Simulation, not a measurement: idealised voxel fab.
This is a process module. Its name is voxel ribs on slabs.
Displayed cross-section: cut, width of 145 nm, square cells sized 5 nm.
Cross-section format: a grid of square cells, given as bands from top to bottom; each band is one or more rows of cells.
Band: top height; bottom height; in nm. Then, left to right: material with width in nm, for each material. "full width": a single material spanning edge to edge. "empty": empty space.
The level at which height equals 0 is the one under which the wafer, as it arrives, is entirely one material. No lower edge exists for the bottom band, which continues downward and is notated as in "0..down".
Think of "30 to 40" as a width that walks from the first number to the second as you go down the band, top row to bottom row, taking equal-sized steps from row to row.
Step marked "changes: none"? Then no cell in the cross-section changed in it.
"Closed void catalog" contains a list of empty spaces, each no smaller than 8 cells and without an open way to the top, written in the form width x height at distance with the distance from the left edge and all three in nm.
Formally, on a step line, whatever follows the settings is a remark that the simulator itself makes on the step.
The setting "overlay nm" may be written on the line of a step. When the step uses a mask, the value reports how far to the right of the planned place the mask lay, and a negative value reports that it lay to the left.
Intended process steps:
| 1 | RECEIVE [material Si] |
| 2 | DIRECTIONAL_DEP [material SiO2] [thk nm 30] |
| 3 | DIRECTIONAL_DEP [material polySi] [thk nm 25] |
| 4 | PATTERN [tone cover] [mask id RIB] [material resist] [width nm 30] [thk nm 15] [overlay nm 0] |
| 5 | DIRECTIONAL_ETCH [etch materials polySi] [depth nm 20] |
| 6 | STRIP [etch materials resist] |
| 7 | DIRECTIONAL_DEP [material aC] [thk nm 10] |
| 8 | PATTERN [tone cover] [mask id SLAB] [material resist] [width nm 80] [thk nm 30] [overlay nm 0] |
| 9 | DIRECTIONAL_ETCH [etch materials aC] [depth nm 10] |
| 10 | STRIP [etch materials resist] |
| 11 | DIRECTIONAL_ETCH [etch materials polySi] [depth nm 5] |
| 12 | STRIP [etch materials aC] |
| 13 | FILL_DEP [material SiO2] [thk nm 25] |
| 14 | CMP [height nm 70] |
| 15 | DIRECTIONAL_DEP [material W] [thk nm 5] |
| 16 | MASKED_ETCH [tone cover] [mask id HEATER] [width nm 40] [etch materials W] [depth nm 5] [overlay nm 0] |
| 17 | CONFORMAL_DEP [material SiN] [thk nm 5] |
Incoming wafer, cross-sectional view, post step 1:
    0..down: Si full width
    Closed void catalog: none
Result of the module, cross-sectioned: start per above, plan per above, one error in how it was run:
    80..75: empty 45 nm / SiN 50 nm / empty 50 nm
    75..70: SiN 50 nm / W 40 nm / SiN 55 nm
    70..55: SiO2 full width
    55..50: SiO2 30 nm / polySi 25 nm / SiO2 30 nm / polySi 25 nm / SiO2 35 nm
    50..35: polySi 55 nm / SiO2 30 nm / polySi 60 nm
    35..30: polySi full width
    30..0: SiO2 full width
    0..down: Si full width
    Closed void catalog: none
Deviation from plan: rather than as planned, step 4 actually ran as PATTERN [tone open] [mask id RIB] [material resist] [width nm 30] [thk nm 15] [overlay nm 0]
